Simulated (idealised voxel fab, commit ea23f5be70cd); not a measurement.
This is a process module. Its name is voxel ribs on slabs.
Square cell edge 5 nm, section width 215 nm, ID cut.
Bands, listed from the top down, are how a cross-section gets written in this document; the cross-section itself is a grid of square cells, and a band is one or more rows of them. Read a band's entry like this: the first values are the height of its top and the height of its bottom in nm, and what follows is the sequence of materials from left to right, each with its width in nm. Note that "air" is empty space, and that a single material marked "all across" reaches across the band from edge to edge. Below 0: as-received wafer, all one material; heights counted from there. Lowest band: no bottom, goes on down, written "z 0 and below". With a width like "30 to 40", each row of cells in the band differs from the next by the same amount, the top row carrying the first number and the bottom row the second. "no change occurred" after a step means that no cell of the cross-section changed. "Enclosed empty spaces" contains a list of empty spaces, each no smaller than 8 cells and without an open way to the top, written in the form width x height at distance with the distance from the left edge and all three in nm. It should be noted that, on the line of a given step, the content following the step's settings is a remark produced by the simulator itself with respect to that step. overlay nm: step with mask; distance mask lay right of planned place; negative value = left of planned place.

## List of planned process steps
1,RECEIVE [material Si]
2,DIRECTIONAL_DEP [material SiO2] [thk nm 25]
3,DIRECTIONAL_DEP [material SiN] [thk nm 15]
4,PATTERN [tone cover] [mask id RIB] [material resist] [width nm 25] [thk nm 15] [overlay nm 0]
5,DIRECTIONAL_ETCH [etch materials SiN] [depth nm 5]
6,STRIP [etch materials resist]
7,PATTERN [tone cover] [mask id SLAB] [material resist] [width nm 55] [thk nm 15] [overlay nm 0]
8,DIRECTIONAL_ETCH [etch materials SiN] [depth nm 10]
9,STRIP [etch materials resist]
10,FILL_DEP [material SiO2] [thk nm 25]
11,CMP [height nm 60]
12,DIRECTIONAL_DEP [material TiN] [thk nm 10]
13,DIRECTIONAL_DEP [material aC] [thk nm 15]
14,PATTERN [tone cover] [mask id HEATER] [material resist] [width nm 35] [thk nm 35] [overlay nm 0]
15,DIRECTIONAL_ETCH [etch materials aC] [depth nm 15]
16,STRIP [etch materials resist]
17,DIRECTIONAL_ETCH [etch materials TiN] [depth nm 10]
18,STRIP [etch materials aC]
19,CONFORMAL_DEP [material SiO2] [thk nm 10]

## As-received wafer cross-section (after step 1)
- z 0 and below: Si all across
- Enclosed empty spaces: none

## a wafer at the end: this start, this plan, one mistake
- z 70 to 60: air: 90; TiN: 35; air: 90
- z 60 to 40: SiO2 all across
- z 40 to 35: SiO2: 95; SiN: 25; SiO2: 95
- z 35 to 25: SiO2: 80; SiN: 55; SiO2: 80
- z 25 to 0: SiO2 all across
- z 0 and below: Si all across
- Enclosed empty spaces: none
The plan and the run diverged here: it should be noted that step 19 of the plan was omitted and was not performed
